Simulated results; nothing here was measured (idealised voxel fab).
Process module in this document: voxel released beams
Section shown: cut. Width: 215 nm. Cell size: 5 nm, square.
Cross-section format: a grid of square cells, given as bands from top to bottom; each band is one or more rows of cells. Read a band's entry like this: the first values are the height of its top and the height of its bottom in nm, and what follows is the sequence of materials from left to right, each with its width in nm. Note that "air" is empty space, and that a single material marked "throughout" reaches across the band from edge to edge. Heads up on the height convention: 0 is the point under which the incoming wafer is all one material, and the lowest band has no bottom, it just keeps going down, like "0 -> down". Width spec "30 to 40" -> top row of cells at first value, bottom row at second value, equal per-row change in between. For the purposes of this document, the phrase "nothing altered" attached to a step denotes that no cell within the cross-section was modified by that step. Look at "Enclosed internal voids" for the closed voids: empty spaces with no open path to the top, sized 8 cells or up. Each is width x height at distance, distance from the left edge, all nm. It should be noted that, on the line of a given step, the content following the step's settings is a remark produced by the simulator itself with respect to that step. When a step includes a mask, the "overlay nm" setting on its line states how far to the right of its planned place that mask lay, and negative values state how far to the left.
[The steps planned for the process are as follows]
1: RECEIVE with material Si
2: CONFORMAL_DEP with material Al2O3, thk nm 5
3: DIRECTIONAL_DEP with material SiO2, thk nm 15
4: DIRECTIONAL_DEP with material aC, thk nm 15
5: PATTERN with tone open, mask id ANCHOR, material resist, width nm 35, thk nm 35, overlay nm 0
6: DIRECTIONAL_ETCH with etch materials aC, depth nm 15
7: STRIP with etch materials resist
8: DIRECTIONAL_ETCH with etch materials SiO2, depth nm 15
9: STRIP with etch materials aC
10: CONFORMAL_DEP with material SiN, thk nm 15
11: PATTERN with tone cover, mask id BEAM, material resist, width nm 95, thk nm 15, overlay nm 0
12: DIRECTIONAL_ETCH with etch materials SiN, depth nm 15
13: STRIP with etch materials resist
14: STRIP with etch materials SiO2
[first wafer, as planned]
[The cross-section here shows the wafer as received, i.e. in its state after step 1]
- 0 -> down: Si throughout
- Enclosed internal voids: none
[Take a look at the wafer's cross-section after step 2]
- 5 -> 0: Al2O3 throughout
- All layers under 0 are left as they were.
[Take a look at the wafer's cross-section after step 3]
- 20 -> 5: SiO2 throughout
- All layers under 5 are left as they were.
[Take a look at the wafer's cross-section after step 4]
- 35 -> 20: aC throughout
- All layers under 20 are left as they were.
[Take a look at the wafer's cross-section after step 5]
- 70 -> 35: resist (60) | air (35) | resist (120)
- All layers under 35 are left as they were.
[Take a look at the wafer's cross-section after step 6]
- 55 -> 35: resist (60) | air (35) | resist (120)
- 35 -> 20: aC (60) | air (35) | aC (120)
- All layers under 20 are left as they were.
[Take a look at the wafer's cross-section after step 7]
- 35 -> 20: aC (60) | air (35) | aC (120)
- All layers under 20 are left as they were.
[Take a look at the wafer's cross-section after step 8]
- 35 -> 20: aC (60) | air (35) | aC (120)
- 20 -> 5: SiO2 (60) | air (35) | SiO2 (120)
- All layers under 5 are left as they were.
[Take a look at the wafer's cross-section after step 9]
- 20 -> 5: SiO2 (60) | air (35) | SiO2 (120)
- All layers under 5 are left as they were.
[Take a look at the wafer's cross-section after step 10]
- 35 -> 20: SiN (75) | air (5) | SiN (135)
- 20 -> 5: SiO2 (60) | SiN (35) | SiO2 (120)
- All layers under 5 are left as they were.
[Take a look at the wafer's cross-section after step 11]
- 50 -> 35: air (55) | resist (95) | air (65)
- 35 -> 20: SiN (75) | resist (5) | SiN (135)
- All layers under 20 are left as they were.
[Take a look at the wafer's cross-section after step 12]
- 50 -> 35: air (55) | resist (95) | air (65)
- 35 -> 20: air (55) | SiN (20) | resist (5) | SiN (70) | air (65)
- All layers under 20 are left as they were.
[Take a look at the wafer's cross-section after step 13]
- 35 -> 20: air (55) | SiN (20) | air (5) | SiN (70) | air (65)
- All layers under 20 are left as they were.
[Take a look at the wafer's cross-section after step 14]
- 35 -> 20: air (55) | SiN (20) | air (5) | SiN (70) | air (65)
- 20 -> 5: air (60) | SiN (35) | air (120)
- All layers under 5 are left as they were.
[The Second Wafer: Common Origin and Plan, One Mistake in Execution, Identical to the First Through Step 1]
Here is the second wafer in cross-section at the point where step 2 of the plan should have been done: nothing altered
[Here is the second wafer in cross-section at the point where step 3 of the plan should have been done]
- 15 -> 0: SiO2 throughout
- All layers under 0 are left as they were.
[Here is the second wafer in cross-section at the point where step 4 of the plan should have been done]
- 30 -> 15: aC throughout
- All layers under 15 are left as they were.
[Here is the second wafer in cross-section at the point where step 5 of the plan should have been done]
- 65 -> 30: resist (60) | air (35) | resist (120)
- All layers under 30 are left as they were.
[Here is the second wafer in cross-section at the point where step 6 of the plan should have been done]
- 50 -> 30: resist (60) | air (35) | resist (120)
- 30 -> 15: aC (60) | air (35) | aC (120)
- All layers under 15 are left as they were.
[Here is the second wafer in cross-section at the point where step 7 of the plan should have been done]
- 30 -> 15: aC (60) | air (35) | aC (120)
- All layers under 15 are left as they were.
[Here is the second wafer in cross-section at the point where step 8 of the plan should have been done]
- 30 -> 15: aC (60) | air (35) | aC (120)
- 15 -> 0: SiO2 (60) | air (35) | SiO2 (120)
- All layers under 0 are left as they were.
[Here is the second wafer in cross-section at the point where step 9 of the plan should have been done]
- 15 -> 0: SiO2 (60) | air (35) | SiO2 (120)
- All layers under 0 are left as they were.
[Here is the second wafer in cross-section at the point where step 10 of the plan should have been done]
- 30 -> 15: SiN (75) | air (5) | SiN (135)
- 15 -> 0: SiO2 (60) | SiN (35) | SiO2 (120)
- All layers under 0 are left as they were.
[Here is the second wafer in cross-section at the point where step 11 of the plan should have been done]
- 45 -> 30: air (55) | resist (95) | air (65)
- 30 -> 15: SiN (75) | resist (5) | SiN (135)
- All layers under 15 are left as they were.
[Here is the second wafer in cross-section at the point where step 12 of the plan should have been done]
- 45 -> 30: air (55) | resist (95) | air (65)
- 30 -> 15: air (55) | SiN (20) | resist (5) | SiN (70) | air (65)
- All layers under 15 are left as they were.
[Here is the second wafer in cross-section at the point where step 13 of the plan should have been done]
- 30 -> 15: air (55) | SiN (20) | air (5) | SiN (70) | air (65)
- All layers under 15 are left as they were.
[Here is the second wafer in cross-section at the point where step 14 of the plan should have been done]
- 30 -> 15: air (55) | SiN (20) | air (5) | SiN (70) | air (65)
- 15 -> 0: air (60) | SiN (35) | air (120)
- All layers under 0 are left as they were.
Which mistake was made when the wafer was run? with respect to the plan, step 2 was omitted and not executed
Final comparison by cell count, materials where the second wafer has more or fewer than the first: -43 Al2O3
